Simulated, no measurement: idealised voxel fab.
Herein follows the process module entitled voxel ribs on slabs.
Shown is cross-section cut, with a width of 260 nm and square cells of size 5 nm.
A cross-section is written here as square cells arranged in a grid, and it is given in bands from the top down, each band taking up one or more rows of cells.
Top height, bottom height, nm. Materials left to right, width each, nm. Single material + "edge to edge" = fills band edge to edge. "empty" = empty.
A quick word on heights: they are counted from 0, and under that level the wafer as it came to us is one material throughout. The lowest band is different from the rest in having no bottom; it simply continues downward, written as in "0..down".
The width entry "30 to 40" should be interpreted row by row: the top row of cells in the band takes the first number, the bottom row takes the second number, and the change between adjacent rows is uniform throughout.
No cell of the cross-section changed in a step that is given as "no alteration".
This entry, "Sealed-off cavities", enumerates those empty regions of no fewer than 8 cells that possess no open connection to the top. Each region is reported in the form width x height at distance, the distance being taken from the left edge, with all three quantities expressed in nm.
Where a step's line continues beyond its settings, the continuation is a remark by the simulator itself on that step.
Steps that use a mask can have "overlay nm" on their line. It says how far the mask sat to the right of where it was meant to be. Negative means to the left.
plan:
1. RECEIVE: material Si
2. DIRECTIONAL_DEP: material SiO2, thk nm 20
3. DIRECTIONAL_DEP: material SiN, thk nm 25
4. DIRECTIONAL_DEP: material aC, thk nm 10
5. PATTERN: tone cover, mask id RIB, material resist, width nm 20, thk nm 25, overlay nm 0
6. DIRECTIONAL_ETCH: etch materials aC, depth nm 10
7. STRIP: etch materials resist
8. DIRECTIONAL_ETCH: etch materials SiN, depth nm 5
9. STRIP: etch materials aC
10. MASKED_ETCH: tone cover, mask id SLAB, width nm 60, etch materials SiN, depth nm 20, overlay nm 0
11. FILL_DEP: material SiO2, thk nm 15
12. CMP: height nm 55
13. DIRECTIONAL_DEP: material W, thk nm 5
14. PATTERN: tone cover, mask id HEATER, material resist, width nm 30, thk nm 15, overlay nm 0
15. DIRECTIONAL_ETCH: etch materials W, depth nm 5
16. STRIP: etch materials resist
17. CONFORMAL_DEP: material SiO2, thk nm 10
Wafer cross-section on receipt, i.e. after step 1:
0..down: Si edge to edge
Sealed-off cavities: none
The plan above was carried out on the starting structure above with one mistake, and this cross-section shows the wafer at the end of the module:
70..65: empty 105 / SiO2 50 / empty 105
65..60: SiO2 edge to edge
60..55: SiO2 115 / W 30 / SiO2 115
55..45: SiO2 edge to edge
45..40: SiO2 100 / SiN 20 / SiO2 20 / SiN 20 / SiO2 100
40..25: SiO2 100 / SiN 60 / SiO2 100
25..20: SiN edge to edge
20..0: SiO2 edge to edge
0..down: Si edge to edge
Sealed-off cavities: none
The mistake made against the process plan was this: rather than as planned, step 5 actually ran as PATTERN: tone open, mask id RIB, material resist, width nm 20, thk nm 25, overlay nm 0
